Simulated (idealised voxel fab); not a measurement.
process module | voxel self aligned vias
cross-section cut | 160 nm wide | cells 5 nm
A cross-section is a grid of square cells, given in bands from the top down. A band is one or more rows of cells.
Each band's line starts with the height of the band's top and of its bottom, in nm. Then come its materials from left to right, each with its width in nm. One material with "throughout" fills the band from edge to edge. "air" is empty space.
Height 0 is the level under which the wafer as received is all one material. The lowest band goes on downwards, as in "0 down".
A width such as "30 to 40" changes by the same amount from each row of cells to the next, from the band's top row to its bottom row.
"no change" after a step means that no cell of the cross-section changed.
closed voids: empty space of 8 cells or more with no open way to the top, each as width x height at its distance from the left edge, in nm
after a step's settings: what the simulator itself notes on the step
overlay nm, on a step with a mask: how far to the right of its planned place the mask lay; to the left if negative
Each pair below shows a cross-section before one step and the cross-section after it, down to the lowest band that changed. The line under each pair gives the step between them, with its settings. The pairs can come from different runs of this module on the same starting wafer, so a pair continues from the pair above only where its "before" says so.
before
  0 down: Si throughout
  closed voids: none
after
  10 to 0: SiO2 throughout
  below 0: unchanged
  closed voids: none
the step between: op CONFORMAL_DEP | material SiO2 | thk nm 10
before: the cross-section after the pair above
after
  15 to 10: SiCN throughout
  below 10: unchanged
  closed voids: none
the step between: op CONFORMAL_DEP | material SiCN | thk nm 5
before: the cross-section after the pair above
after
  40 to 15: SiO2 throughout
  below 15: unchanged
  closed voids: none
the step between: op DIRECTIONAL_DEP | material SiO2 | thk nm 25
before: the cross-section after the pair above
after
  60 to 40: resist 30 | air 30 | resist 40 | air 30 | resist 30
  below 40: unchanged
  closed voids: none
the step between: op PATTERN | tone open | mask id LINES | material resist | width nm 30 | pitch nm 70 | thk nm 20 | overlay nm 0
before: the cross-section after the pair above
after
  60 to 40: resist 30 | air 30 | resist 40 | air 30 | resist 30
  40 to 15: SiO2 30 | air 30 | SiO2 40 | air 30 | SiO2 30
  below 15: unchanged
  closed voids: none
the step between: op DIRECTIONAL_ETCH | etch materials SiO2 | depth nm 25
before: the cross-section after the pair above
after
  40 to 15: SiO2 30 | air 30 | SiO2 40 | air 30 | SiO2 30
  below 15: unchanged
  closed voids: none
the step between: op STRIP | etch materials resist
before: the cross-section after the pair above
after
  45 to 40: TiN 35 | air 20 | TiN 50 | air 20 | TiN 35
  40 to 20: SiO2 30 | TiN 5 | air 20 | TiN 5 | SiO2 40 | TiN 5 | air 20 | TiN 5 | SiO2 30
  20 to 15: SiO2 30 | TiN 30 | SiO2 40 | TiN 30 | SiO2 30
  below 15: unchanged
  closed voids: none
the step between: op CONFORMAL_DEP | material TiN | thk nm 5
before: the cross-section after the pair above
after
  55 to 45: W throughout
  45 to 40: TiN 35 | W 20 | TiN 50 | W 20 | TiN 35
  40 to 20: SiO2 30 | TiN 5 | W 20 | TiN 5 | SiO2 40 | TiN 5 | W 20 | TiN 5 | SiO2 30
  below 20: unchanged
  closed voids: none
the step between: op FILL_DEP | material W | thk nm 10
before: the cross-section after the pair above
after
  40 to 20: SiO2 30 | TiN 5 | W 20 | TiN 5 | SiO2 40 | TiN 5 | W 20 | TiN 5 | SiO2 30
  below 20: unchanged
  closed voids: none
the step between: op CMP | height nm 40
before: the cross-section after the pair above
after
  40 to 30: SiO2 30 | air 30 | SiO2 40 | air 30 | SiO2 30
  below 30: unchanged
  closed voids: none
the step between: op SELECTIVE_ETCH | etch materials W Ru TiN | depth nm 10
before: the cross-section after the pair above
after
  45 to 40: SiN throughout
  40 to 30: SiO2 30 | SiN 30 | SiO2 40 | SiN 30 | SiO2 30
  below 30: unchanged
  closed voids: none
the step between: op FILL_DEP | material SiN | thk nm 5
before: the cross-section after the pair above
after
  40 to 30: SiO2 30 | SiN 30 | SiO2 40 | SiN 30 | SiO2 30
  below 30: unchanged
  closed voids: none
the step between: op CMP | height nm 40
before: the cross-section after the pair above
after
  55 to 40: SiO2 throughout
  below 40: unchanged
  closed voids: none
the step between: op DIRECTIONAL_DEP | material SiO2 | thk nm 15
before: the cross-section after the pair above
after
  65 to 55: aC throughout
  below 55: unchanged
  closed voids: none
the step between: op DIRECTIONAL_DEP | material aC | thk nm 10
before: the cross-section after the pair above
after
  95 to 65: resist 25 | air 40 | resist 95
  below 65: unchanged
  closed voids: none
the step between: op PATTERN | tone open | mask id VIAS | material resist | width nm 40 | thk nm 30 | overlay nm 0
before: the cross-section after the pair above
after
  85 to 65: resist 25 | air 40 | resist 95
  65 to 55: aC 25 | air 40 | aC 95
  below 55: unchanged
  closed voids: none
the step between: op DIRECTIONAL_ETCH | etch materials aC | depth nm 10
before: the cross-section after the pair above
after
  65 to 55: aC 25 | air 40 | aC 95
  below 55: unchanged
  closed voids: none
the step between: op STRIP | etch materials resist
before: the cross-section after the pair above
after
  65 to 55: aC 25 | air 40 | aC 95
  55 to 40: SiO2 25 | air 40 | SiO2 95
  below 40: unchanged
  closed voids: none
the step between: op DIRECTIONAL_ETCH | etch materials SiO2 | depth nm 15
before: the cross-section after the pair above
after
  65 to 55: aC 25 | air 40 | aC 95
  55 to 40: SiO2 25 | air 40 | SiO2 95
  40 to 30: SiO2 30 | air 30 | SiO2 40 | SiN 30 | SiO2 30
  below 30: unchanged
  closed voids: none
the step between: op DIRECTIONAL_ETCH | etch materials SiN | depth nm 10
before: the cross-section after the pair above
after
  55 to 40: SiO2 25 | air 40 | SiO2 95
  below 40: unchanged
  closed voids: none
the step between: op STRIP | etch materials aC
before: the cross-section after the pair above
after
  60 to 55: TiN 30 | air 30 | TiN 100
  55 to 45: SiO2 25 | TiN 5 | air 30 | TiN 5 | SiO2 95
  45 to 40: SiO2 25 | TiN 10 | air 20 | TiN 10 | SiO2 95
  40 to 35: SiO2 30 | TiN 5 | air 20 | TiN 5 | SiO2 40 | SiN 30 | SiO2 30
  35 to 30: SiO2 30 | TiN 30 | SiO2 40 | SiN 30 | SiO2 30
  below 30: unchanged
  closed voids: none
the step between: op CONFORMAL_DEP | material TiN | thk nm 5
before: the cross-section after the pair above
after
  70 to 60: Cu throughout
  60 to 55: TiN 30 | Cu 30 | TiN 100
  55 to 45: SiO2 25 | TiN 5 | Cu 30 | TiN 5 | SiO2 95
  45 to 40: SiO2 25 | TiN 10 | Cu 20 | TiN 10 | SiO2 95
  40 to 35: SiO2 30 | TiN 5 | Cu 20 | TiN 5 | SiO2 40 | SiN 30 | SiO2 30
  below 35: unchanged
  closed voids: none
the step between: op FILL_DEP | material Cu | thk nm 10
before: the cross-section after the pair above
after
  55 to 45: SiO2 25 | TiN 5 | Cu 30 | TiN 5 | SiO2 95
  below 45: unchanged
  closed voids: none
the step between: op CMP | height nm 55
before: the cross-section after the pair above
after
  60 to 55: SiCN throughout
  below 55: unchanged
  closed voids: none
the step between: op CONFORMAL_DEP | material SiCN | thk nm 5
before
  70 to 60: Cu throughout
  60 to 55: TiN 30 | Cu 30 | TiN 100
  55 to 45: SiO2 25 | TiN 5 | Cu 30 | TiN 5 | SiO2 95
  45 to 40: SiO2 25 | TiN 10 | Cu 20 | TiN 10 | SiO2 95
  40 to 35: SiO2 30 | TiN 5 | Cu 20 | TiN 5 | SiO2 40 | SiN 30 | SiO2 30
  35 to 30: SiO2 30 | TiN 30 | SiO2 40 | SiN 30 | SiO2 30
  30 to 20: SiO2 30 | TiN 5 | W 20 | TiN 5 | SiO2 40 | TiN 5 | W 20 | TiN 5 | SiO2 30
  20 to 15: SiO2 30 | TiN 30 | SiO2 40 | TiN 30 | SiO2 30
  15 to 10: SiCN throughout
  10 to 0: SiO2 throughout
  0 down: Si throughout
  closed voids: none
after
  75 to 70: SiCN throughout
  below 70: unchanged
  closed voids: none
the step between: op CONFORMAL_DEP | material SiCN | thk nm 5
before
  65 to 55: aC 25 | air 40 | aC 95
  55 to 40: SiO2 25 | air 40 | SiO2 95
  40 to 30: SiO2 30 | SiN 30 | SiO2 40 | SiN 30 | SiO2 30
  30 to 20: SiO2 30 | TiN 5 | W 20 | TiN 5 | SiO2 40 | TiN 5 | W 20 | TiN 5 | SiO2 30
  20 to 15: SiO2 30 | TiN 30 | SiO2 40 | TiN 30 | SiO2 30
  15 to 10: SiCN throughout
  10 to 0: SiO2 throughout
  0 down: Si throughout
  closed voids: none
after
  65 to 55: aC 25 | air 40 | aC 95
  55 to 40: SiO2 25 | air 40 | SiO2 95
  40 to 30: SiO2 25 | air 5 | SiN 30 | air 5 | SiO2 35 | SiN 30 | SiO2 30
  30 to 25: SiO2 25 | air 5 | TiN 5 | W 20 | TiN 5 | air 5 | SiO2 35 | TiN 5 | W 20 | TiN 5 | SiO2 30
  below 25: unchanged
  closed voids: none
the step between: op DIRECTIONAL_ETCH | etch materials SiO2 | depth nm 15
before: the cross-section after the pair above
after
  65 to 55: aC 25 | air 40 | aC 95
  55 to 40: SiO2 25 | air 40 | SiO2 95
  40 to 30: SiO2 25 | air 40 | SiO2 35 | SiN 30 | SiO2 30
  below 30: unchanged
  closed voids: none
the step between: op DIRECTIONAL_ETCH | etch materials SiN | depth nm 10
before: the cross-section after the pair above
after
  55 to 40: SiO2 25 | air 40 | SiO2 95
  below 40: unchanged
  closed voids: none
the step between: op STRIP | etch materials aC
before: the cross-section after the pair above
after
  60 to 55: TiN 30 | air 30 | TiN 100
  55 to 40: SiO2 25 | TiN 5 | air 30 | TiN 5 | SiO2 95
  40 to 35: SiO2 25 | TiN 5 | air 30 | TiN 5 | SiO2 35 | SiN 30 | SiO2 30
  35 to 30: SiO2 25 | TiN 40 | SiO2 35 | SiN 30 | SiO2 30
  30 to 20: SiO2 25 to 30 | TiN 10 to 5 | W 20 | TiN 10 to 5 | SiO2 35 to 40 | TiN 5 | W 20 | TiN 5 | SiO2 30
  below 20: unchanged
  closed voids: none
the step between: op CONFORMAL_DEP | material TiN | thk nm 5
before: the cross-section after the pair above
after
  70 to 60: Cu throughout
  60 to 55: TiN 30 | Cu 30 | TiN 100
  55 to 40: SiO2 25 | TiN 5 | Cu 30 | TiN 5 | SiO2 95
  40 to 35: SiO2 25 | TiN 5 | Cu 30 | TiN 5 | SiO2 35 | SiN 30 | SiO2 30
  below 35: unchanged
  closed voids: none
the step between: op FILL_DEP | material Cu | thk nm 10
before: the cross-section after the pair above
after
  55 to 40: SiO2 25 | TiN 5 | Cu 30 | TiN 5 | SiO2 95
  below 40: unchanged
  closed voids: none
the step between: op CMP | height nm 55
before: the cross-section after the pair above
after
  60 to 55: SiCN throughout
  below 55: unchanged
  closed voids: none
the step between: op CONFORMAL_DEP | material SiCN | thk nm 5
before
  10 to 0: SiO2 throughout
  0 down: Si throughout
  closed voids: none
after
  35 to 0: SiO2 throughout
  below 0: unchanged
  closed voids: none
the step between: op DIRECTIONAL_DEP | material SiO2 | thk nm 25
before: the cross-section after the pair above
after
  40 to 35: SiCN throughout
  below 35: unchanged
  closed voids: none
the step between: op CONFORMAL_DEP | material SiCN | thk nm 5
before: the cross-section after the pair above
after
  60 to 40: resist 30 | air 30 | resist 40 | air 30 | resist 30
  below 40: unchanged
  closed voids: none
the step between: op PATTERN | tone open | mask id LINES | material resist | width nm 30 | pitch nm 70 | thk nm 20 | overlay nm 0
before: the cross-section after the pair above
after
  40 to 35: SiCN throughout
  below 35: unchanged
  closed voids: none
the step between: op STRIP | etch materials resist
before: the cross-section after the pair above
after
  45 to 40: TiN throughout
  below 40: unchanged
  closed voids: none
the step between: op CONFORMAL_DEP | material TiN | thk nm 5
before: the cross-section after the pair above
after
  55 to 45: W throughout
  below 45: unchanged
  closed voids: none
the step between: op FILL_DEP | material W | thk nm 10
before: the cross-section after the pair above
after
  40 to 35: SiCN throughout
  below 35: unchanged
  closed voids: none
the step between: op CMP | height nm 40
before: the cross-section after the pair above
after
  45 to 40: SiN throughout
  below 40: unchanged
  closed voids: none
the step between: op FILL_DEP | material SiN | thk nm 5
before: the cross-section after the pair above
after
  40 to 35: SiCN throughout
  below 35: unchanged
  closed voids: none
the step between: op CMP | height nm 40
before: the cross-section after the pair above
after
  55 to 40: SiO2 throughout
  below 40: unchanged
  closed voids: none
the step between: op DIRECTIONAL_DEP | material SiO2 | thk nm 15
before: the cross-section after the pair above
after
  65 to 55: aC throughout
  below 55: unchanged
  closed voids: none
the step between: op DIRECTIONAL_DEP | material aC | thk nm 10
before: the cross-section after the pair above
after
  95 to 65: resist 25 | air 40 | resist 95
  below 65: unchanged
  closed voids: none
the step between: op PATTERN | tone open | mask id VIAS | material resist | width nm 40 | thk nm 30 | overlay nm 0
before: the cross-section after the pair above
after
  85 to 65: resist 25 | air 40 | resist 95
  65 to 55: aC 25 | air 40 | aC 95
  below 55: unchanged
  closed voids: none
the step between: op DIRECTIONAL_ETCH | etch materials aC | depth nm 10
before: the cross-section after the pair above
after
  65 to 55: aC 25 | air 40 | aC 95
  below 55: unchanged
  closed voids: none
the step between: op STRIP | etch materials resist
before: the cross-section after the pair above
after
  65 to 55: aC 25 | air 40 | aC 95
  55 to 40: SiO2 25 | air 40 | SiO2 95
  below 40: unchanged
  closed voids: none
the step between: op DIRECTIONAL_ETCH | etch materials SiO2 | depth nm 15
before: the cross-section after the pair above
after
  55 to 40: SiO2 25 | air 40 | SiO2 95
  below 40: unchanged
  closed voids: none
the step between: op STRIP | etch materials aC
before: the cross-section after the pair above
after
  60 to 55: TiN 30 | air 30 | TiN 100
  55 to 45: SiO2 25 | TiN 5 | air 30 | TiN 5 | SiO2 95
  45 to 40: SiO2 25 | TiN 40 | SiO2 95
  below 40: unchanged
  closed voids: none
the step between: op CONFORMAL_DEP | material TiN | thk nm 5
before: the cross-section after the pair above
after
  70 to 60: Cu throughout
  60 to 55: TiN 30 | Cu 30 | TiN 100
  55 to 45: SiO2 25 | TiN 5 | Cu 30 | TiN 5 | SiO2 95
  below 45: unchanged
  closed voids: none
the step between: op FILL_DEP | material Cu | thk nm 10
before: the cross-section after the pair above
after
  55 to 45: SiO2 25 | TiN 5 | Cu 30 | TiN 5 | SiO2 95
  below 45: unchanged
  closed voids: none
the step between: op CMP | height nm 55
before: the cross-section after the pair above
after
  60 to 55: SiCN throughout
  below 55: unchanged
  closed voids: none
the step between: op CONFORMAL_DEP | material SiCN | thk nm 5
before
  70 to 60: Cu throughout
  60 to 55: TiN 30 | Cu 30 | TiN 100
  55 to 45: SiO2 25 | TiN 5 | Cu 30 | TiN 5 | SiO2 95
  45 to 40: SiO2 25 | TiN 10 | Cu 20 | TiN 10 | SiO2 95
  40 to 35: SiO2 30 | TiN 5 | Cu 20 | TiN 5 | SiO2 40 | SiN 30 | SiO2 30
  35 to 30: SiO2 30 | TiN 30 | SiO2 40 | SiN 30 | SiO2 30
  30 to 20: SiO2 30 | TiN 5 | W 20 | TiN 5 | SiO2 40 | TiN 5 | W 20 | TiN 5 | SiO2 30
  20 to 15: SiO2 30 | TiN 30 | SiO2 40 | TiN 30 | SiO2 30
  15 to 10: SiCN throughout
  10 to 0: SiO2 throughout
  0 down: Si throughout
  closed voids: none
after
  45 to 40: SiO2 25 | TiN 10 | Cu 20 | TiN 10 | SiO2 95
  below 40: unchanged
  closed voids: none
the step between: op CMP | height nm 45
before: the cross-section after the pair above
after
  50 to 45: SiCN throughout
  below 45: unchanged
  closed voids: none
the step between: op CONFORMAL_DEP | material SiCN | thk nm 5
before
  65 to 55: aC throughout
  55 to 40: SiO2 throughout
  40 to 30: SiO2 30 | SiN 30 | SiO2 40 | SiN 30 | SiO2 30
  30 to 20: SiO2 30 | TiN 5 | W 20 | TiN 5 | SiO2 40 | TiN 5 | W 20 | TiN 5 | SiO2 30
  20 to 15: SiO2 30 | TiN 30 | SiO2 40 | TiN 30 | SiO2 30
  15 to 10: SiCN throughout
  10 to 0: SiO2 throughout
  0 down: Si throughout
  closed voids: none
after
  95 to 65: resist 30 | air 35 | resist 95
  below 65: unchanged
  closed voids: none
the step between: op PATTERN | tone open | mask id VIAS | material resist | width nm 35 | thk nm 30 | overlay nm 0
before: the cross-section after the pair above
after
  85 to 65: resist 30 | air 35 | resist 95
  65 to 55: aC 30 | air 35 | aC 95
  below 55: unchanged
  closed voids: none
the step between: op DIRECTIONAL_ETCH | etch materials aC | depth nm 10
before: the cross-section after the pair above
after
  65 to 55: aC 30 | air 35 | aC 95
  below 55: unchanged
  closed voids: none
the step between: op STRIP | etch materials resist
before: the cross-section after the pair above
after
  65 to 55: aC 30 | air 35 | aC 95
  55 to 40: SiO2 30 | air 35 | SiO2 95
  below 40: unchanged
  closed voids: none
the step between: op DIRECTIONAL_ETCH | etch materials SiO2 | depth nm 15
before: the cross-section after the pair above
after
  65 to 55: aC 30 | air 35 | aC 95
  55 to 40: SiO2 30 | air 35 | SiO2 95
  40 to 30: SiO2 30 | air 30 | SiO2 40 | SiN 30 | SiO2 30
  below 30: unchanged
  closed voids: none
the step between: op DIRECTIONAL_ETCH | etch materials SiN | depth nm 10
before: the cross-section after the pair above
after
  55 to 40: SiO2 30 | air 35 | SiO2 95
  below 40: unchanged
  closed voids: none
the step between: op STRIP | etch materials aC
before: the cross-section after the pair above
after
  60 to 55: TiN 35 | air 25 | TiN 100
  55 to 45: SiO2 30 | TiN 5 | air 25 | TiN 5 | SiO2 95
  45 to 40: SiO2 30 | TiN 5 | air 20 | TiN 10 | SiO2 95
  40 to 35: SiO2 30 | TiN 5 | air 20 | TiN 5 | SiO2 40 | SiN 30 | SiO2 30
  35 to 30: SiO2 30 | TiN 30 | SiO2 40 | SiN 30 | SiO2 30
  below 30: unchanged
  closed voids: none
the step between: op CONFORMAL_DEP | material TiN | thk nm 5
before: the cross-section after the pair above
after
  70 to 60: Cu throughout
  60 to 55: TiN 35 | Cu 25 | TiN 100
  55 to 45: SiO2 30 | TiN 5 | Cu 25 | TiN 5 | SiO2 95
  45 to 40: SiO2 30 | TiN 5 | Cu 20 | TiN 10 | SiO2 95
  40 to 35: SiO2 30 | TiN 5 | Cu 20 | TiN 5 | SiO2 40 | SiN 30 | SiO2 30
  below 35: unchanged
  closed voids: none
the step between: op FILL_DEP | material Cu | thk nm 10
before: the cross-section after the pair above
after
  55 to 45: SiO2 30 | TiN 5 | Cu 25 | TiN 5 | SiO2 95
  below 45: unchanged
  closed voids: none
the step between: op CMP | height nm 55
before: the cross-section after the pair above
after
  60 to 55: SiCN throughout
  below 55: unchanged
  closed voids: none
the step between: op CONFORMAL_DEP | material SiCN | thk nm 5
before
  40 to 15: SiO2 throughout
  15 to 10: SiCN throughout
  10 to 0: SiO2 throughout
  0 down: Si throughout
  closed voids: none
after
  60 to 40: resist 20 | air 30 | resist 40 | air 30 | resist 40
  below 40: unchanged
  closed voids: none
the step between: op PATTERN | tone open | mask id LINES | material resist | width nm 30 | pitch nm 70 | thk nm 20 | overlay nm -10
before: the cross-section after the pair above
after
  60 to 40: resist 20 | air 30 | resist 40 | air 30 | resist 40
  40 to 15: SiO2 20 | air 30 | SiO2 40 | air 30 | SiO2 40
  below 15: unchanged
  closed voids: none
the step between: op DIRECTIONAL_ETCH | etch materials SiO2 | depth nm 25
before: the cross-section after the pair above
after
  40 to 15: SiO2 20 | air 30 | SiO2 40 | air 30 | SiO2 40
  below 15: unchanged
  closed voids: none
the step between: op STRIP | etch materials resist
before: the cross-section after the pair above
after
  45 to 40: TiN 25 | air 20 | TiN 50 | air 20 | TiN 45
  40 to 20: SiO2 20 | TiN 5 | air 20 | TiN 5 | SiO2 40 | TiN 5 | air 20 | TiN 5 | SiO2 40
  20 to 15: SiO2 20 | TiN 30 | SiO2 40 | TiN 30 | SiO2 40
  below 15: unchanged
  closed voids: none
the step between: op CONFORMAL_DEP | material TiN | thk nm 5
before: the cross-section after the pair above
after
  55 to 45: W throughout
  45 to 40: TiN 25 | W 20 | TiN 50 | W 20 | TiN 45
  40 to 20: SiO2 20 | TiN 5 | W 20 | TiN 5 | SiO2 40 | TiN 5 | W 20 | TiN 5 | SiO2 40
  below 20: unchanged
  closed voids: none
the step between: op FILL_DEP | material W | thk nm 10
before: the cross-section after the pair above
after
  40 to 20: SiO2 20 | TiN 5 | W 20 | TiN 5 | SiO2 40 | TiN 5 | W 20 | TiN 5 | SiO2 40
  below 20: unchanged
  closed voids: none
the step between: op CMP | height nm 40
before: the cross-section after the pair above
after
  40 to 30: SiO2 20 | air 30 | SiO2 40 | air 30 | SiO2 40
  below 30: unchanged
  closed voids: none
the step between: op SELECTIVE_ETCH | etch materials W Ru TiN | depth nm 10
before: the cross-section after the pair above
after
  45 to 40: SiN throughout
  40 to 30: SiO2 20 | SiN 30 | SiO2 40 | SiN 30 | SiO2 40
  below 30: unchanged
  closed voids: none
the step between: op FILL_DEP | material SiN | thk nm 5
before: the cross-section after the pair above
after
  40 to 30: SiO2 20 | SiN 30 | SiO2 40 | SiN 30 | SiO2 40
  below 30: unchanged
  closed voids: none
the step between: op CMP | height nm 40
before: the cross-section after the pair above
after
  55 to 40: SiO2 throughout
  below 40: unchanged
  closed voids: none
the step between: op DIRECTIONAL_DEP | material SiO2 | thk nm 15
before: the cross-section after the pair above
after
  65 to 55: aC throughout
  below 55: unchanged
  closed voids: none
the step between: op DIRECTIONAL_DEP | material aC | thk nm 10
before: the cross-section after the pair above
after
  95 to 65: resist 25 | air 40 | resist 95
  below 65: unchanged
  closed voids: none
the step between: op PATTERN | tone open | mask id VIAS | material resist | width nm 40 | thk nm 30 | overlay nm 0
before: the cross-section after the pair above
after
  85 to 65: resist 25 | air 40 | resist 95
  65 to 55: aC 25 | air 40 | aC 95
  below 55: unchanged
  closed voids: none
the step between: op DIRECTIONAL_ETCH | etch materials aC | depth nm 10
before: the cross-section after the pair above
after
  65 to 55: aC 25 | air 40 | aC 95
  below 55: unchanged
  closed voids: none
the step between: op STRIP | etch materials resist
before: the cross-section after the pair above
after
  65 to 55: aC 25 | air 40 | aC 95
  55 to 40: SiO2 25 | air 40 | SiO2 95
  below 40: unchanged
  closed voids: none
the step between: op DIRECTIONAL_ETCH | etch materials SiO2 | depth nm 15
before: the cross-section after the pair above
after
  65 to 55: aC 25 | air 40 | aC 95
  55 to 40: SiO2 25 | air 40 | SiO2 95
  40 to 30: SiO2 20 | SiN 5 | air 25 | SiO2 40 | SiN 30 | SiO2 40
  below 30: unchanged
  closed voids: none
the step between: op DIRECTIONAL_ETCH | etch materials SiN | depth nm 10
before: the cross-section after the pair above
after
  55 to 40: SiO2 25 | air 40 | SiO2 95
  below 40: unchanged
  closed voids: none
the step between: op STRIP | etch materials aC
before: the cross-section after the pair above
after
  60 to 55: TiN 30 | air 30 | TiN 100
  55 to 45: SiO2 25 | TiN 5 | air 30 | TiN 5 | SiO2 95
  45 to 40: SiO2 25 | TiN 5 | air 15 | TiN 20 | SiO2 95
  40 to 35: SiO2 20 | SiN 5 | TiN 5 | air 15 | TiN 5 | SiO2 40 | SiN 30 | SiO2 40
  35 to 30: SiO2 20 | SiN 5 | TiN 25 | SiO2 40 | SiN 30 | SiO2 40
  below 30: unchanged
  closed voids: none
the step between: op CONFORMAL_DEP | material TiN | thk nm 5
before: the cross-section after the pair above
after
  70 to 60: Cu throughout
  60 to 55: TiN 30 | Cu 30 | TiN 100
  55 to 45: SiO2 25 | TiN 5 | Cu 30 | TiN 5 | SiO2 95
  45 to 40: SiO2 25 | TiN 5 | Cu 15 | TiN 20 | SiO2 95
  40 to 35: SiO2 20 | SiN 5 | TiN 5 | Cu 15 | TiN 5 | SiO2 40 | SiN 30 | SiO2 40
  below 35: unchanged
  closed voids: none
the step between: op FILL_DEP | material Cu | thk nm 10
before: the cross-section after the pair above
after
  55 to 45: SiO2 25 | TiN 5 | Cu 30 | TiN 5 | SiO2 95
  below 45: unchanged
  closed voids: none
the step between: op CMP | height nm 55
before: the cross-section after the pair above
after
  60 to 55: SiCN throughout
  below 55: unchanged
  closed voids: none
the step between: op CONFORMAL_DEP | material SiCN | thk nm 5
before
  0 down: Si throughout
  closed voids: none
after
  10 to 0: W throughout
  below 0: unchanged
  closed voids: none
the step between: op CONFORMAL_DEP | material W | thk nm 10
before: the cross-section after the pair above
after
  15 to 10: SiCN throughout
  below 10: unchanged
  closed voids: none
the step between: op CONFORMAL_DEP | material SiCN | thk nm 5
before: the cross-section after the pair above
after
  40 to 15: SiO2 throughout
  below 15: unchanged
  closed voids: none
the step between: op DIRECTIONAL_DEP | material SiO2 | thk nm 25
before: the cross-section after the pair above
after
  60 to 40: resist 30 | air 30 | resist 40 | air 30 | resist 30
  below 40: unchanged
  closed voids: none
the step between: op PATTERN | tone open | mask id LINES | material resist | width nm 30 | pitch nm 70 | thk nm 20 | overlay nm 0
before: the cross-section after the pair above
after
  60 to 40: resist 30 | air 30 | resist 40 | air 30 | resist 30
  40 to 15: SiO2 30 | air 30 | SiO2 40 | air 30 | SiO2 30
  below 15: unchanged
  closed voids: none
the step between: op DIRECTIONAL_ETCH | etch materials SiO2 | depth nm 25
before: the cross-section after the pair above
after
  40 to 15: SiO2 30 | air 30 | SiO2 40 | air 30 | SiO2 30
  below 15: unchanged
  closed voids: none
the step between: op STRIP | etch materials resist
before: the cross-section after the pair above
after
  45 to 40: TiN 35 | air 20 | TiN 50 | air 20 | TiN 35
  40 to 20: SiO2 30 | TiN 5 | air 20 | TiN 5 | SiO2 40 | TiN 5 | air 20 | TiN 5 | SiO2 30
  20 to 15: SiO2 30 | TiN 30 | SiO2 40 | TiN 30 | SiO2 30
  below 15: unchanged
  closed voids: none
the step between: op CONFORMAL_DEP | material TiN | thk nm 5
before: the cross-section after the pair above
after
  55 to 45: W throughout
  45 to 40: TiN 35 | W 20 | TiN 50 | W 20 | TiN 35
  40 to 20: SiO2 30 | TiN 5 | W 20 | TiN 5 | SiO2 40 | TiN 5 | W 20 | TiN 5 | SiO2 30
  below 20: unchanged
  closed voids: none
the step between: op FILL_DEP | material W | thk nm 10
before: the cross-section after the pair above
after
  40 to 20: SiO2 30 | TiN 5 | W 20 | TiN 5 | SiO2 40 | TiN 5 | W 20 | TiN 5 | SiO2 30
  below 20: unchanged
  closed voids: none
the step between: op CMP | height nm 40
before: the cross-section after the pair above
after
  40 to 30: SiO2 30 | air 30 | SiO2 40 | air 30 | SiO2 30
  below 30: unchanged
  closed voids: none
the step between: op SELECTIVE_ETCH | etch materials W Ru TiN | depth nm 10
before: the cross-section after the pair above
after
  45 to 40: SiN throughout
  40 to 30: SiO2 30 | SiN 30 | SiO2 40 | SiN 30 | SiO2 30
  below 30: unchanged
  closed voids: none
the step between: op FILL_DEP | material SiN | thk nm 5
before: the cross-section after the pair above
after
  40 to 30: SiO2 30 | SiN 30 | SiO2 40 | SiN 30 | SiO2 30
  below 30: unchanged
  closed voids: none
the step between: op CMP | height nm 40
before: the cross-section after the pair above
after
  55 to 40: SiO2 throughout
  below 40: unchanged
  closed voids: none
the step between: op DIRECTIONAL_DEP | material SiO2 | thk nm 15
before: the cross-section after the pair above
after
  65 to 55: aC throughout
  below 55: unchanged
  closed voids: none
the step between: op DIRECTIONAL_DEP | material aC | thk nm 10
before: the cross-section after the pair above
after
  95 to 65: resist 25 | air 40 | resist 95
  below 65: unchanged
  closed voids: none
the step between: op PATTERN | tone open | mask id VIAS | material resist | width nm 40 | thk nm 30 | overlay nm 0
before: the cross-section after the pair above
after
  85 to 65: resist 25 | air 40 | resist 95
  65 to 55: aC 25 | air 40 | aC 95
  below 55: unchanged
  closed voids: none
the step between: op DIRECTIONAL_ETCH | etch materials aC | depth nm 10
before: the cross-section after the pair above
after
  65 to 55: aC 25 | air 40 | aC 95
  below 55: unchanged
  closed voids: none
the step between: op STRIP | etch materials resist
before: the cross-section after the pair above
after
  65 to 55: aC 25 | air 40 | aC 95
  55 to 40: SiO2 25 | air 40 | SiO2 95
  below 40: unchanged
  closed voids: none
the step between: op DIRECTIONAL_ETCH | etch materials SiO2 | depth nm 15
before: the cross-section after the pair above
after
  65 to 55: aC 25 | air 40 | aC 95
  55 to 40: SiO2 25 | air 40 | SiO2 95
  40 to 30: SiO2 30 | air 30 | SiO2 40 | SiN 30 | SiO2 30
  below 30: unchanged
  closed voids: none
the step between: op DIRECTIONAL_ETCH | etch materials SiN | depth nm 10
before: the cross-section after the pair above
after
  55 to 40: SiO2 25 | air 40 | SiO2 95
  below 40: unchanged
  closed voids: none
the step between: op STRIP | etch materials aC
before: the cross-section after the pair above
after
  60 to 55: TiN 30 | air 30 | TiN 100
  55 to 45: SiO2 25 | TiN 5 | air 30 | TiN 5 | SiO2 95
  45 to 40: SiO2 25 | TiN 10 | air 20 | TiN 10 | SiO2 95
  40 to 35: SiO2 30 | TiN 5 | air 20 | TiN 5 | SiO2 40 | SiN 30 | SiO2 30
  35 to 30: SiO2 30 | TiN 30 | SiO2 40 | SiN 30 | SiO2 30
  below 30: unchanged
  closed voids: none
the step between: op CONFORMAL_DEP | material TiN | thk nm 5
before: the cross-section after the pair above
after
  70 to 60: Cu throughout
  60 to 55: TiN 30 | Cu 30 | TiN 100
  55 to 45: SiO2 25 | TiN 5 | Cu 30 | TiN 5 | SiO2 95
  45 to 40: SiO2 25 | TiN 10 | Cu 20 | TiN 10 | SiO2 95
  40 to 35: SiO2 30 | TiN 5 | Cu 20 | TiN 5 | SiO2 40 | SiN 30 | SiO2 30
  below 35: unchanged
  closed voids: none
the step between: op FILL_DEP | material Cu | thk nm 10
before: the cross-section after the pair above
after
  55 to 45: SiO2 25 | TiN 5 | Cu 30 | TiN 5 | SiO2 95
  below 45: unchanged
  closed voids: none
the step between: op CMP | height nm 55
before: the cross-section after the pair above
after
  60 to 55: SiCN throughout
  below 55: unchanged
  closed voids: none
the step between: op CONFORMAL_DEP | material SiCN | thk nm 5
before
  40 to 15: SiO2 throughout
  15 to 10: SiCN throughout
  10 to 0: SiO2 throughout
  0 down: Si throughout
  closed voids: none
after
  60 to 40: air 30 | resist 30 | air 40 | resist 30 | air 30
  below 40: unchanged
  closed voids: none
the step between: op PATTERN | tone cover | mask id LINES | material resist | width nm 30 | pitch nm 70 | thk nm 20 | overlay nm 0
before: the cross-section after the pair above
after
  60 to 40: air 30 | resist 30 | air 40 | resist 30 | air 30
  40 to 15: air 30 | SiO2 30 | air 40 | SiO2 30 | air 30
  below 15: unchanged
  closed voids: none
the step between: op DIRECTIONAL_ETCH | etch materials SiO2 | depth nm 25
before: the cross-section after the pair above
after
  40 to 15: air 30 | SiO2 30 | air 40 | SiO2 30 | air 30
  below 15: unchanged
  closed voids: none
the step between: op STRIP | etch materials resist
